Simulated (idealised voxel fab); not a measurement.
Process module, titled voxel transistor to metal
The cross-section on display is named cut; it measures 265 nm wide, and its cells are 5 nm squares.
Square cells in a grid make up a cross-section in this document, and the grid is given as bands, listed from the top down, each one or more rows of cells. This entry defines a band. It first specifies the height of the band's top and the height of its bottom in nm, and then specifies the band's materials from left to right, stating each material with its width in nm. The word "edge to edge" identifies a single material that fills the band from edge to edge, while the word "blank" identifies empty space. The reference from which all heights are counted is 0, the level beneath which the as-received wafer is entirely one material; the lowest band, having no lower bound, proceeds downward and is written after the example "0..down". Read "30 to 40" as a graded width: first number on top, second number at the bottom, same change between each pair of neighbouring rows. Any step labelled "stayed the same" changed none of the cells in the cross-section. Empty spaces counting at least 8 cells and having no open way to the top are listed in "Unvented internal voids". The notation width x height at distance is used for each, the distance being from the left edge and all three values in nm. It should be noted that, on the line of a given step, the content following the step's settings is a remark produced by the simulator itself with respect to that step. On any step carrying a mask, the "overlay nm" setting, if present on the step's line, tells how far right of its planned place the mask lay; negative values point to the left.

# The steps planned for the process are as follows
1: op RECEIVE | material Si
2: op OXIDIZE | depth nm 5
3: op CONFORMAL_DEP | material SiN | thk nm 10
4: op DIRECTIONAL_DEP | material aC | thk nm 15
5: op PATTERN | tone cover | mask id ACTIVE | material resist | width nm 95 | pitch nm 120 | thk nm 30 | overlay nm 0
6: op DIRECTIONAL_ETCH | etch materials aC | depth nm 15
7: op STRIP | etch materials resist
8: op DIRECTIONAL_ETCH | etch materials SiN | depth nm 10
9: op DIRECTIONAL_ETCH | etch materials SiO2 | depth nm 5
10: op DIRECTIONAL_ETCH | etch materials Si | depth nm 25
11: op STRIP | etch materials aC
12: op FILL_DEP | material SiO2 | thk nm 10
13: op CMP | height nm 10
14: op SELECTIVE_ETCH | etch materials SiO2 | depth nm 10
15: op STRIP | etch materials SiN
16: op SELECTIVE_ETCH | etch materials SiO2 | depth nm 5
17: op OXIDIZE | depth nm 5
18: op DIRECTIONAL_DEP | material polySi | thk nm 30
19: op DIRECTIONAL_DEP | material SiCN | thk nm 15
20: op PATTERN | tone cover | mask id GATE | material resist | width nm 25 | pitch nm 120 | thk nm 20 | overlay nm 0
21: op DIRECTIONAL_ETCH | etch materials SiCN | depth nm 25
22: op DIRECTIONAL_ETCH | etch materials polySi | depth nm 40
23: op STRIP | etch materials resist
24: op CONFORMAL_DEP | material SiN | thk nm 10
25: op DIRECTIONAL_ETCH | etch materials SiN | depth nm 10
26: op DIRECTIONAL_ETCH | etch materials SiO2 | depth nm 5
27: op DIRECTIONAL_ETCH | etch materials Si | depth nm 10
28: op EPI | material pSi | thk nm 15
29: op FILL_DEP | material SiO2 | thk nm 10
30: op CMP | height nm 40
31: op DIRECTIONAL_DEP | material SiO2 | thk nm 15
32: op PATTERN | tone open | mask id CONTACT | material resist | width nm 25 | pitch nm 60 | thk nm 15 | overlay nm 0
33: op DIRECTIONAL_ETCH | etch materials SiO2 | depth nm 60
34: op STRIP | etch materials resist
35: op CONFORMAL_DEP | material TiN | thk nm 5
36: op FILL_DEP | material W | thk nm 5
37: op CMP | height nm 55
38: op CONFORMAL_DEP | material SiN | thk nm 5
39: op DIRECTIONAL_DEP | material lowk | thk nm 20
40: op PATTERN | tone open | mask id METAL_1 | material resist | width nm 15 | thk nm 20 | overlay nm 0
41: op DIRECTIONAL_ETCH | etch materials lowk | depth nm 20
42: op DIRECTIONAL_ETCH | etch materials SiN | depth nm 5
43: op STRIP | etch materials resist
44: op CONFORMAL_DEP | material TiN | thk nm 5
45: op FILL_DEP | material W | thk nm 10
46: op CMP | height nm 80
47: op CONFORMAL_DEP | material SiCN | thk nm 5
48: op DIRECTIONAL_DEP | material SiO2 | thk nm 30
49: op MASKED_ETCH | tone open | mask id METAL_2 | width nm 15 | pitch nm 120 | etch materials SiO2 | depth nm 20 | overlay nm 0
50: op DIRECTIONAL_DEP | material aC | thk nm 10
51: op PATTERN | tone open | mask id METAL_2_HOLES | material resist | width nm 15 | pitch nm 120 | thk nm 30 | overlay nm 0
52: op DIRECTIONAL_ETCH | etch materials aC | depth nm 10
53: op STRIP | etch materials resist
54: op DIRECTIONAL_ETCH | etch materials SiO2 | depth nm 10
55: op DIRECTIONAL_ETCH | etch materials SiCN | depth nm 5
56: op STRIP | etch materials aC
57: op CONFORMAL_DEP | material TiN | thk nm 5
58: op FILL_DEP | material Cu | thk nm 10
59: op CMP | height nm 115
60: op CONFORMAL_DEP | material SiN | thk nm 5

# First of two wafers - as planned

# Cross-section of the wafer as it came to us, i.e., already through step 1
> 0..down | Si edge to edge
> Unvented internal voids: none

# Cross-section: wafer state after step 2
> 0..-5 | SiO2 edge to edge
> Below -5, no change.

# Cross-section: wafer state after step 3
> 10..0 | SiN edge to edge
> Below 0, no change.

# Cross-section: wafer state after step 4
> 25..10 | aC edge to edge
> Below 10, no change.

# Cross-section: wafer state after step 5
> 55..25 | blank 25  resist 95  blank 25  resist 95  blank 25
> Below 25, no change.

# Cross-section: wafer state after step 6
> 40..25 | blank 25  resist 95  blank 25  resist 95  blank 25
> 25..10 | blank 25  aC 95  blank 25  aC 95  blank 25
> Below 10, no change.

# Cross-section: wafer state after step 7
> 25..10 | blank 25  aC 95  blank 25  aC 95  blank 25
> Below 10, no change.

# Cross-section: wafer state after step 8
> 25..10 | blank 25  aC 95  blank 25  aC 95  blank 25
> 10..0 | blank 25  SiN 95  blank 25  SiN 95  blank 25
> Below 0, no change.

# Cross-section: wafer state after step 9
> 25..10 | blank 25  aC 95  blank 25  aC 95  blank 25
> 10..0 | blank 25  SiN 95  blank 25  SiN 95  blank 25
> 0..-5 | blank 25  SiO2 95  blank 25  SiO2 95  blank 25
> Below -5, no change.

# Cross-section: wafer state after step 10
> 25..10 | blank 25  aC 95  blank 25  aC 95  blank 25
> 10..0 | blank 25  SiN 95  blank 25  SiN 95  blank 25
> 0..-5 | blank 25  SiO2 95  blank 25  SiO2 95  blank 25
> -5..-30 | blank 25  Si 95  blank 25  Si 95  blank 25
> Below -30, no change.

# Cross-section: wafer state after step 11
> 10..0 | blank 25  SiN 95  blank 25  SiN 95  blank 25
> Below 0, no change.

# Cross-section: wafer state after step 12
> 20..10 | SiO2 edge to edge
> 10..0 | SiO2 25  SiN 95  SiO2 25  SiN 95  SiO2 25
> 0..-5 | SiO2 edge to edge
> -5..-30 | SiO2 25  Si 95  SiO2 25  Si 95  SiO2 25
> Below -30, no change.

# Cross-section: wafer state after step 13
> 10..0 | SiO2 25  SiN 95  SiO2 25  SiN 95  SiO2 25
> Below 0, no change.

# Cross-section: wafer state after step 14
> 10..0 | blank 25  SiN 95  blank 25  SiN 95  blank 25
> Below 0, no change.

# Cross-section: wafer state after step 15
> 0..-5 | SiO2 edge to edge
> Below -5, no change.

# Cross-section: wafer state after step 16
> -5..-30 | SiO2 25  Si 95  SiO2 25  Si 95  SiO2 25
> Below -30, no change.

# Cross-section: wafer state after step 17
> -5..-10 | SiO2 edge to edge
> Below -10, no change.

# Cross-section: wafer state after step 18
> 25..-5 | polySi edge to edge
> Below -5, no change.

# Cross-section: wafer state after step 19
> 40..25 | SiCN edge to edge
> Below 25, no change.

# Cross-section: wafer state after step 20
> 60..40 | blank 60  resist 25  blank 95  resist 25  blank 60
> Below 40, no change.

# Cross-section: wafer state after step 21
> 60..40 | blank 60  resist 25  blank 95  resist 25  blank 60
> 40..25 | blank 60  SiCN 25  blank 95  SiCN 25  blank 60
> Below 25, no change.

# Cross-section: wafer state after step 22
> 60..40 | blank 60  resist 25  blank 95  resist 25  blank 60
> 40..25 | blank 60  SiCN 25  blank 95  SiCN 25  blank 60
> 25..-5 | blank 60  polySi 25  blank 95  polySi 25  blank 60
> Below -5, no change.

# Cross-section: wafer state after step 23
> 40..25 | blank 60  SiCN 25  blank 95  SiCN 25  blank 60
> Below 25, no change.

# Cross-section: wafer state after step 24
> 50..40 | blank 50  SiN 45  blank 75  SiN 45  blank 50
> 40..25 | blank 50  SiN 10  SiCN 25  SiN 10  blank 75  SiN 10  SiCN 25  SiN 10  blank 50
> 25..5 | blank 50  SiN 10  polySi 25  SiN 10  blank 75  SiN 10  polySi 25  SiN 10  blank 50
> 5..-5 | SiN 60  polySi 25  SiN 95  polySi 25  SiN 60
> Below -5, no change.

# Cross-section: wafer state after step 25
> 40..25 | blank 50  SiN 10  SiCN 25  SiN 10  blank 75  SiN 10  SiCN 25  SiN 10  blank 50
> 25..-5 | blank 50  SiN 10  polySi 25  SiN 10  blank 75  SiN 10  polySi 25  SiN 10  blank 50
> Below -5, no change.

# Cross-section: wafer state after step 26
> 40..25 | blank 50  SiN 10  SiCN 25  SiN 10  blank 75  SiN 10  SiCN 25  SiN 10  blank 50
> 25..-5 | blank 50  SiN 10  polySi 25  SiN 10  blank 75  SiN 10  polySi 25  SiN 10  blank 50
> -5..-10 | blank 50  SiO2 45  blank 75  SiO2 45  blank 50
> Below -10, no change.

# Cross-section: wafer state after step 27
> 40..25 | blank 50  SiN 10  SiCN 25  SiN 10  blank 75  SiN 10  SiCN 25  SiN 10  blank 50
> 25..-5 | blank 50  SiN 10  polySi 25  SiN 10  blank 75  SiN 10  polySi 25  SiN 10  blank 50
> -5..-10 | blank 50  SiO2 45  blank 75  SiO2 45  blank 50
> -10..-20 | SiO2 25  blank 25  Si 45  blank 25  SiO2 25  blank 25  Si 45  blank 25  SiO2 25
> Below -20, no change.

# Cross-section: wafer state after step 28
> 40..25 | blank 50  SiN 10  SiCN 25  SiN 10  blank 75  SiN 10  SiCN 25  SiN 10  blank 50
> 25..5 | blank 50  SiN 10  polySi 25  SiN 10  blank 75  SiN 10  polySi 25  SiN 10  blank 50
> 5..-5 | blank 35  pSi 15  SiN 10  polySi 25  SiN 10  pSi 15  blank 45  pSi 15  SiN 10  polySi 25  SiN 10  pSi 15  blank 35
> -5..-10 | blank 20  pSi 30  SiO2 45  pSi 30  blank 15  pSi 30  SiO2 45  pSi 30  blank 20
> -10..-20 | SiO2 25  pSi 25  Si 45  pSi 25  SiO2 25  pSi 25  Si 45  pSi 25  SiO2 25
> Below -20, no change.

# Cross-section: wafer state after step 29
> 50..40 | SiO2 edge to edge
> 40..25 | SiO2 50  SiN 10  SiCN 25  SiN 10  SiO2 75  SiN 10  SiCN 25  SiN 10  SiO2 50
> 25..5 | SiO2 50  SiN 10  polySi 25  SiN 10  SiO2 75  SiN 10  polySi 25  SiN 10  SiO2 50
> 5..-5 | SiO2 35  pSi 15  SiN 10  polySi 25  SiN 10  pSi 15  SiO2 45  pSi 15  SiN 10  polySi 25  SiN 10  pSi 15  SiO2 35
> -5..-10 | SiO2 20  pSi 30  SiO2 45  pSi 30  SiO2 15  pSi 30  SiO2 45  pSi 30  SiO2 20
> Below -10, no change.

# Cross-section: wafer state after step 30
> 40..25 | SiO2 50  SiN 10  SiCN 25  SiN 10  SiO2 75  SiN 10  SiCN 25  SiN 10  SiO2 50
> Below 25, no change.

# Cross-section: wafer state after step 31
> 55..40 | SiO2 edge to edge
> Below 40, no change.

# Cross-section: wafer state after step 32
> 70..55 | resist 30  blank 25  resist 35  blank 25  resist 35  blank 25  resist 35  blank 25  resist 30
> Below 55, no change.

# Cross-section: wafer state after step 33
> 70..55 | resist 30  blank 25  resist 35  blank 25  resist 35  blank 25  resist 35  blank 25  resist 30
> 55..40 | SiO2 30  blank 25  SiO2 35  blank 25  SiO2 35  blank 25  SiO2 35  blank 25  SiO2 30
> 40..25 | SiO2 30  blank 20  SiN 10  SiCN 25  SiN 10  blank 20  SiO2 35  blank 20  SiN 10  SiCN 25  SiN 10  blank 20  SiO2 30
> 25..5 | SiO2 30  blank 20  SiN 10  polySi 25  SiN 10  blank 20  SiO2 35  blank 20  SiN 10  polySi 25  SiN 10  blank 20  SiO2 30
> 5..-5 | SiO2 30  blank 5  pSi 15  SiN 10  polySi 25  SiN 10  pSi 15  blank 5  SiO2 35  blank 5  pSi 15  SiN 10  polySi 25  SiN 10  pSi 15  blank 5  SiO2 30
> Below -5, no change.

# Cross-section: wafer state after step 34
> 55..40 | SiO2 30  blank 25  SiO2 35  blank 25  SiO2 35  blank 25  SiO2 35  blank 25  SiO2 30
> Below 40, no change.

# Cross-section: wafer state after step 35
> 60..55 | TiN 35  blank 15  TiN 45  blank 15  TiN 45  blank 15  TiN 45  blank 15  TiN 35
> 55..45 | SiO2 30  TiN 5  blank 15  TiN 5  SiO2 35  TiN 5  blank 15  TiN 5  SiO2 35  TiN 5  blank 15  TiN 5  SiO2 35  TiN 5  blank 15  TiN 5  SiO2 30
> 45..40 | SiO2 30  TiN 5  blank 10  TiN 10  SiO2 35  TiN 10  blank 10  TiN 5  SiO2 35  TiN 5  blank 10  TiN 10  SiO2 35  TiN 10  blank 10  TiN 5  SiO2 30
> 40..25 | SiO2 30  TiN 5  blank 10  TiN 5  SiN 10  SiCN 25  SiN 10  TiN 5  blank 10  TiN 5  SiO2 35  TiN 5  blank 10  TiN 5  SiN 10  SiCN 25  SiN 10  TiN 5  blank 10  TiN 5  SiO2 30
> 25..10 | SiO2 30  TiN 5  blank 10  TiN 5  SiN 10  polySi 25  SiN 10  TiN 5  blank 10  TiN 5  SiO2 35  TiN 5  blank 10  TiN 5  SiN 10  polySi 25  SiN 10  TiN 5  blank 10  TiN 5  SiO2 30
> 10..5 | SiO2 30  TiN 20  SiN 10  polySi 25  SiN 10  TiN 20  SiO2 35  TiN 20  SiN 10  polySi 25  SiN 10  TiN 20  SiO2 30
> 5..-5 | SiO2 30  TiN 5  pSi 15  SiN 10  polySi 25  SiN 10  pSi 15  TiN 5  SiO2 35  TiN 5  pSi 15  SiN 10  polySi 25  SiN 10  pSi 15  TiN 5  SiO2 30
> Below -5, no change.

# Cross-section: wafer state after step 36
> 65..60 | W edge to edge
> 60..55 | TiN 35  W 15  TiN 45  W 15  TiN 45  W 15  TiN 45  W 15  TiN 35
> 55..45 | SiO2 30  TiN 5  W 15  TiN 5  SiO2 35  TiN 5  W 15  TiN 5  SiO2 35  TiN 5  W 15  TiN 5  SiO2 35  TiN 5  W 15  TiN 5  SiO2 30
> 45..40 | SiO2 30  TiN 5  W 10  TiN 10  SiO2 35  TiN 10  W 10  TiN 5  SiO2 35  TiN 5  W 10  TiN 10  SiO2 35  TiN 10  W 10  TiN 5  SiO2 30
> 40..25 | SiO2 30  TiN 5  W 10  TiN 5  SiN 10  SiCN 25  SiN 10  TiN 5  W 10  TiN 5  SiO2 35  TiN 5  W 10  TiN 5  SiN 10  SiCN 25  SiN 10  TiN 5  W 10  TiN 5  SiO2 30
> 25..10 | SiO2 30  TiN 5  W 10  TiN 5  SiN 10  polySi 25  SiN 10  TiN 5  W 10  TiN 5  SiO2 35  TiN 5  W 10  TiN 5  SiN 10  polySi 25  SiN 10  TiN 5  W 10  TiN 5  SiO2 30
> Below 10, no change.

# Cross-section: wafer state after step 37
> 55..45 | SiO2 30  TiN 5  W 15  TiN 5  SiO2 35  TiN 5  W 15  TiN 5  SiO2 35  TiN 5  W 15  TiN 5  SiO2 35  TiN 5  W 15  TiN 5  SiO2 30
> Below 45, no change.

# Cross-section: wafer state after step 38
> 60..55 | SiN edge to edge
> Below 55, no change.

# Cross-section: wafer state after step 39
> 80..60 | lowk edge to edge
> Below 60, no change.

# Cross-section: wafer state after step 40
> 100..80 | resist 30  blank 15  resist 55  blank 15  resist 35  blank 15  resist 55  blank 15  resist 30
> Below 80, no change.

# Cross-section: wafer state after step 41
> 100..80 | resist 30  blank 15  resist 55  blank 15  resist 35  blank 15  resist 55  blank 15  resist 30
> 80..60 | lowk 30  blank 15  lowk 55  blank 15  lowk 35  blank 15  lowk 55  blank 15  lowk 30
> Below 60, no change.

# Cross-section: wafer state after step 42
> 100..80 | resist 30  blank 15  resist 55  blank 15  resist 35  blank 15  resist 55  blank 15  resist 30
> 80..60 | lowk 30  blank 15  lowk 55  blank 15  lowk 35  blank 15  lowk 55  blank 15  lowk 30
> 60..55 | SiN 30  blank 15  SiN 55  blank 15  SiN 35  blank 15  SiN 55  blank 15  SiN 30
> Below 55, no change.

# Cross-section: wafer state after step 43
> 80..60 | lowk 30  blank 15  lowk 55  blank 15  lowk 35  blank 15  lowk 55  blank 15  lowk 30
> Below 60, no change.

# Cross-section: wafer state after step 44
> 85..80 | TiN 35  blank 5  TiN 65  blank 5  TiN 45  blank 5  TiN 65  blank 5  TiN 35
> 80..60 | lowk 30  TiN 5  blank 5  TiN 5  lowk 55  TiN 5  blank 5  TiN 5  lowk 35  TiN 5  blank 5  TiN 5  lowk 55  TiN 5  blank 5  TiN 5  lowk 30
> 60..55 | SiN 30  TiN 15  SiN 55  TiN 15  SiN 35  TiN 15  SiN 55  TiN 15  SiN 30
> Below 55, no change.

# Cross-section: wafer state after step 45
> 95..85 | W edge to edge
> 85..80 | TiN 35  W 5  TiN 65  W 5  TiN 45  W 5  TiN 65  W 5  TiN 35
> 80..60 | lowk 30  TiN 5  W 5  TiN 5  lowk 55  TiN 5  W 5  TiN 5  lowk 35  TiN 5  W 5  TiN 5  lowk 55  TiN 5  W 5  TiN 5  lowk 30
> Below 60, no change.

# Cross-section: wafer state after step 46
> 80..60 | lowk 30  TiN 5  W 5  TiN 5  lowk 55  TiN 5  W 5  TiN 5  lowk 35  TiN 5  W 5  TiN 5  lowk 55  TiN 5  W 5  TiN 5  lowk 30
> Below 60, no change.

# Cross-section: wafer state after step 47
> 85..80 | SiCN edge to edge
> Below 80, no change.

# Cross-section: wafer state after step 48
> 115..85 | SiO2 edge to edge
> Below 85, no change.

# Cross-section: wafer state after step 49
> 115..95 | SiO2 30  blank 15  SiO2 105  blank 15  SiO2 100
> Below 95, no change.

# Cross-section: wafer state after step 50
> 125..115 | aC 30  blank 15  aC 105  blank 15  aC 100
> 115..105 | SiO2 30  blank 15  SiO2 105  blank 15  SiO2 100
> 105..95 | SiO2 30  aC 15  SiO2 105  aC 15  SiO2 100
> Below 95, no change.

# Cross-section: wafer state after step 51
> 155..125 | resist 30  blank 15  resist 105  blank 15  resist 100
> Below 125, no change.

# Cross-section: wafer state after step 52
> 145..125 | resist 30  blank 15  resist 105  blank 15  resist 100
> 125..115 | aC 30  blank 15  aC 105  blank 15  aC 100
> 115..95 | SiO2 30  blank 15  SiO2 105  blank 15  SiO2 100
> Below 95, no change.

# Cross-section: wafer state after step 53
> 125..115 | aC 30  blank 15  aC 105  blank 15  aC 100
> Below 115, no change.

# Cross-section: wafer state after step 54
> 125..115 | aC 30  blank 15  aC 105  blank 15  aC 100
> 115..85 | SiO2 30  blank 15  SiO2 105  blank 15  SiO2 100
> Below 85, no change.

# Cross-section: wafer state after step 55
> 125..115 | aC 30  blank 15  aC 105  blank 15  aC 100
> 115..85 | SiO2 30  blank 15  SiO2 105  blank 15  SiO2 100
> 85..80 | SiCN 30  blank 15  SiCN 105  blank 15  SiCN 100
> Below 80, no change.

# Cross-section: wafer state after step 56
> 115..85 | SiO2 30  blank 15  SiO2 105  blank 15  SiO2 100
> Below 85, no change.

# Cross-section: wafer state after step 57
> 120..115 | TiN 35  blank 5  TiN 115  blank 5  TiN 105
> 115..85 | SiO2 30  TiN 5  blank 5  TiN 5  SiO2 105  TiN 5  blank 5  TiN 5  SiO2 100
> 85..80 | SiCN 30  TiN 15  SiCN 105  TiN 15  SiCN 100
> Below 80, no change.

# Cross-section: wafer state after step 58
> 130..120 | Cu edge to edge
> 120..115 | TiN 35  Cu 5  TiN 115  Cu 5  TiN 105
> 115..85 | SiO2 30  TiN 5  Cu 5  TiN 5  SiO2 105  TiN 5  Cu 5  TiN 5  SiO2 100
> Below 85, no change.

# Cross-section: wafer state after step 59
> 115..85 | SiO2 30  TiN 5  Cu 5  TiN 5  SiO2 105  TiN 5  Cu 5  TiN 5  SiO2 100
> Below 85, no change.

# Cross-section: wafer state after step 60
> 120..115 | SiN edge to edge
> Below 115, no change.

# second wafer: like start, like plan, one mistake. Through step 30 it matches the first wafer

# Cross-section of the second wafer when, according to plan, step 31 should have finished
> 70..40 | SiO2 edge to edge
> Below 40, no change.

# Cross-section of the second wafer when, according to plan, step 32 should have finished
> 85..70 | resist 30  blank 25  resist 35  blank 25  resist 35  blank 25  resist 35  blank 25  resist 30
> Below 70, no change.

# Cross-section of the second wafer when, according to plan, step 33 should have finished
> 85..70 | resist 30  blank 25  resist 35  blank 25  resist 35  blank 25  resist 35  blank 25  resist 30
> 70..40 | SiO2 30  blank 25  SiO2 35  blank 25  SiO2 35  blank 25  SiO2 35  blank 25  SiO2 30
> 40..25 | SiO2 30  blank 20  SiN 10  SiCN 25  SiN 10  blank 20  SiO2 35  blank 20  SiN 10  SiCN 25  SiN 10  blank 20  SiO2 30
> 25..10 | SiO2 30  blank 20  SiN 10  polySi 25  SiN 10  blank 20  SiO2 35  blank 20  SiN 10  polySi 25  SiN 10  blank 20  SiO2 30
> Below 10, no change.

# Cross-section of the second wafer when, according to plan, step 34 should have finished
> 70..40 | SiO2 30  blank 25  SiO2 35  blank 25  SiO2 35  blank 25  SiO2 35  blank 25  SiO2 30
> Below 40, no change.

# Cross-section of the second wafer when, according to plan, step 35 should have finished
> 75..70 | TiN 35  blank 15  TiN 45  blank 15  TiN 45  blank 15  TiN 45  blank 15  TiN 35
> 70..45 | SiO2 30  TiN 5  blank 15  TiN 5  SiO2 35  TiN 5  blank 15  TiN 5  SiO2 35  TiN 5  blank 15  TiN 5  SiO2 35  TiN 5  blank 15  TiN 5  SiO2 30
> 45..40 | SiO2 30  TiN 5  blank 10  TiN 10  SiO2 35  TiN 10  blank 10  TiN 5  SiO2 35  TiN 5  blank 10  TiN 10  SiO2 35  TiN 10  blank 10  TiN 5  SiO2 30
> 40..25 | SiO2 30  TiN 5  blank 10  TiN 5  SiN 10  SiCN 25  SiN 10  TiN 5  blank 10  TiN 5  SiO2 35  TiN 5  blank 10  TiN 5  SiN 10  SiCN 25  SiN 10  TiN 5  blank 10  TiN 5  SiO2 30
> 25..15 | SiO2 30  TiN 5  blank 10  TiN 5  SiN 10  polySi 25  SiN 10  TiN 5  blank 10  TiN 5  SiO2 35  TiN 5  blank 10  TiN 5  SiN 10  polySi 25  SiN 10  TiN 5  blank 10  TiN 5  SiO2 30
> 15..10 | SiO2 30  TiN 20  SiN 10  polySi 25  SiN 10  TiN 20  SiO2 35  TiN 20  SiN 10  polySi 25  SiN 10  TiN 20  SiO2 30
> Below 10, no change.

# Cross-section of the second wafer when, according to plan, step 36 should have finished
> 80..75 | W edge to edge
> 75..70 | TiN 35  W 15  TiN 45  W 15  TiN 45  W 15  TiN 45  W 15  TiN 35
> 70..45 | SiO2 30  TiN 5  W 15  TiN 5  SiO2 35  TiN 5  W 15  TiN 5  SiO2 35  TiN 5  W 15  TiN 5  SiO2 35  TiN 5  W 15  TiN 5  SiO2 30
> 45..40 | SiO2 30  TiN 5  W 10  TiN 10  SiO2 35  TiN 10  W 10  TiN 5  SiO2 35  TiN 5  W 10  TiN 10  SiO2 35  TiN 10  W 10  TiN 5  SiO2 30
> 40..25 | SiO2 30  TiN 5  W 10  TiN 5  SiN 10  SiCN 25  SiN 10  TiN 5  W 10  TiN 5  SiO2 35  TiN 5  W 10  TiN 5  SiN 10  SiCN 25  SiN 10  TiN 5  W 10  TiN 5  SiO2 30
> 25..15 | SiO2 30  TiN 5  W 10  TiN 5  SiN 10  polySi 25  SiN 10  TiN 5  W 10  TiN 5  SiO2 35  TiN 5  W 10  TiN 5  SiN 10  polySi 25  SiN 10  TiN 5  W 10  TiN 5  SiO2 30
> Below 15, no change.

# Cross-section of the second wafer when, according to plan, step 37 should have finished
> 55..45 | SiO2 30  TiN 5  W 15  TiN 5  SiO2 35  TiN 5  W 15  TiN 5  SiO2 35  TiN 5  W 15  TiN 5  SiO2 35  TiN 5  W 15  TiN 5  SiO2 30
> Below 45, no change.

# Cross-section of the second wafer when, according to plan, step 38 should have finished
> 60..55 | SiN edge to edge
> Below 55, no change.

# Cross-section of the second wafer when, according to plan, step 39 should have finished
> 80..60 | lowk edge to edge
> Below 60, no change.

# Cross-section of the second wafer when, according to plan, step 40 should have finished
> 100..80 | resist 30  blank 15  resist 55  blank 15  resist 35  blank 15  resist 55  blank 15  resist 30
> Below 80, no change.

# Cross-section of the second wafer when, according to plan, step 41 should have finished
> 100..80 | resist 30  blank 15  resist 55  blank 15  resist 35  blank 15  resist 55  blank 15  resist 30
> 80..60 | lowk 30  blank 15  lowk 55  blank 15  lowk 35  blank 15  lowk 55  blank 15  lowk 30
> Below 60, no change.

# Cross-section of the second wafer when, according to plan, step 42 should have finished
> 100..80 | resist 30  blank 15  resist 55  blank 15  resist 35  blank 15  resist 55  blank 15  resist 30
> 80..60 | lowk 30  blank 15  lowk 55  blank 15  lowk 35  blank 15  lowk 55  blank 15  lowk 30
> 60..55 | SiN 30  blank 15  SiN 55  blank 15  SiN 35  blank 15  SiN 55  blank 15  SiN 30
> Below 55, no change.

# Cross-section of the second wafer when, according to plan, step 43 should have finished
> 80..60 | lowk 30  blank 15  lowk 55  blank 15  lowk 35  blank 15  lowk 55  blank 15  lowk 30
> Below 60, no change.

# Cross-section of the second wafer when, according to plan, step 44 should have finished
> 85..80 | TiN 35  blank 5  TiN 65  blank 5  TiN 45  blank 5  TiN 65  blank 5  TiN 35
> 80..60 | lowk 30  TiN 5  blank 5  TiN 5  lowk 55  TiN 5  blank 5  TiN 5  lowk 35  TiN 5  blank 5  TiN 5  lowk 55  TiN 5  blank 5  TiN 5  lowk 30
> 60..55 | SiN 30  TiN 15  SiN 55  TiN 15  SiN 35  TiN 15  SiN 55  TiN 15  SiN 30
> Below 55, no change.

# Cross-section of the second wafer when, according to plan, step 45 should have finished
> 95..85 | W edge to edge
> 85..80 | TiN 35  W 5  TiN 65  W 5  TiN 45  W 5  TiN 65  W 5  TiN 35
> 80..60 | lowk 30  TiN 5  W 5  TiN 5  lowk 55  TiN 5  W 5  TiN 5  lowk 35  TiN 5  W 5  TiN 5  lowk 55  TiN 5  W 5  TiN 5  lowk 30
> Below 60, no change.

# Cross-section of the second wafer when, according to plan, step 46 should have finished
> 80..60 | lowk 30  TiN 5  W 5  TiN 5  lowk 55  TiN 5  W 5  TiN 5  lowk 35  TiN 5  W 5  TiN 5  lowk 55  TiN 5  W 5  TiN 5  lowk 30
> Below 60, no change.

# Cross-section of the second wafer when, according to plan, step 47 should have finished
> 85..80 | SiCN edge to edge
> Below 80, no change.

# Cross-section of the second wafer when, according to plan, step 48 should have finished
> 115..85 | SiO2 edge to edge
> Below 85, no change.

# Cross-section of the second wafer when, according to plan, step 49 should have finished
> 115..95 | SiO2 30  blank 15  SiO2 105  blank 15  SiO2 100
> Below 95, no change.

# Cross-section of the second wafer when, according to plan, step 50 should have finished
> 125..115 | aC 30  blank 15  aC 105  blank 15  aC 100
> 115..105 | SiO2 30  blank 15  SiO2 105  blank 15  SiO2 100
> 105..95 | SiO2 30  aC 15  SiO2 105  aC 15  SiO2 100
> Below 95, no change.

# Cross-section of the second wafer when, according to plan, step 51 should have finished
> 155..125 | resist 30  blank 15  resist 105  blank 15  resist 100
> Below 125, no change.

# Cross-section of the second wafer when, according to plan, step 52 should have finished
> 145..125 | resist 30  blank 15  resist 105  blank 15  resist 100
> 125..115 | aC 30  blank 15  aC 105  blank 15  aC 100
> 115..95 | SiO2 30  blank 15  SiO2 105  blank 15  SiO2 100
> Below 95, no change.

# Cross-section of the second wafer when, according to plan, step 53 should have finished
> 125..115 | aC 30  blank 15  aC 105  blank 15  aC 100
> Below 115, no change.

# Cross-section of the second wafer when, according to plan, step 54 should have finished
> 125..115 | aC 30  blank 15  aC 105  blank 15  aC 100
> 115..85 | SiO2 30  blank 15  SiO2 105  blank 15  SiO2 100
> Below 85, no change.

# Cross-section of the second wafer when, according to plan, step 55 should have finished
> 125..115 | aC 30  blank 15  aC 105  blank 15  aC 100
> 115..85 | SiO2 30  blank 15  SiO2 105  blank 15  SiO2 100
> 85..80 | SiCN 30  blank 15  SiCN 105  blank 15  SiCN 100
> Below 80, no change.

# Cross-section of the second wafer when, according to plan, step 56 should have finished
> 115..85 | SiO2 30  blank 15  SiO2 105  blank 15  SiO2 100
> Below 85, no change.

# Cross-section of the second wafer when, according to plan, step 57 should have finished
> 120..115 | TiN 35  blank 5  TiN 115  blank 5  TiN 105
> 115..85 | SiO2 30  TiN 5  blank 5  TiN 5  SiO2 105  TiN 5  blank 5  TiN 5  SiO2 100
> 85..80 | SiCN 30  TiN 15  SiCN 105  TiN 15  SiCN 100
> Below 80, no change.

# Cross-section of the second wafer when, according to plan, step 58 should have finished
> 130..120 | Cu edge to edge
> 120..115 | TiN 35  Cu 5  TiN 115  Cu 5  TiN 105
> 115..85 | SiO2 30  TiN 5  Cu 5  TiN 5  SiO2 105  TiN 5  Cu 5  TiN 5  SiO2 100
> Below 85, no change.

# Cross-section of the second wafer when, according to plan, step 59 should have finished
> 115..85 | SiO2 30  TiN 5  Cu 5  TiN 5  SiO2 105  TiN 5  Cu 5  TiN 5  SiO2 100
> Below 85, no change.

# Cross-section of the second wafer when, according to plan, step 60 should have finished
> 120..115 | SiN edge to edge
> Below 115, no change.
Here's what went sideways: plan step 31 was conducted twice
End check, counted in cells, second wafer has more or fewer of these materials than the first: SiO2: 24 more, TiN: 16 fewer, W: 8 fewer
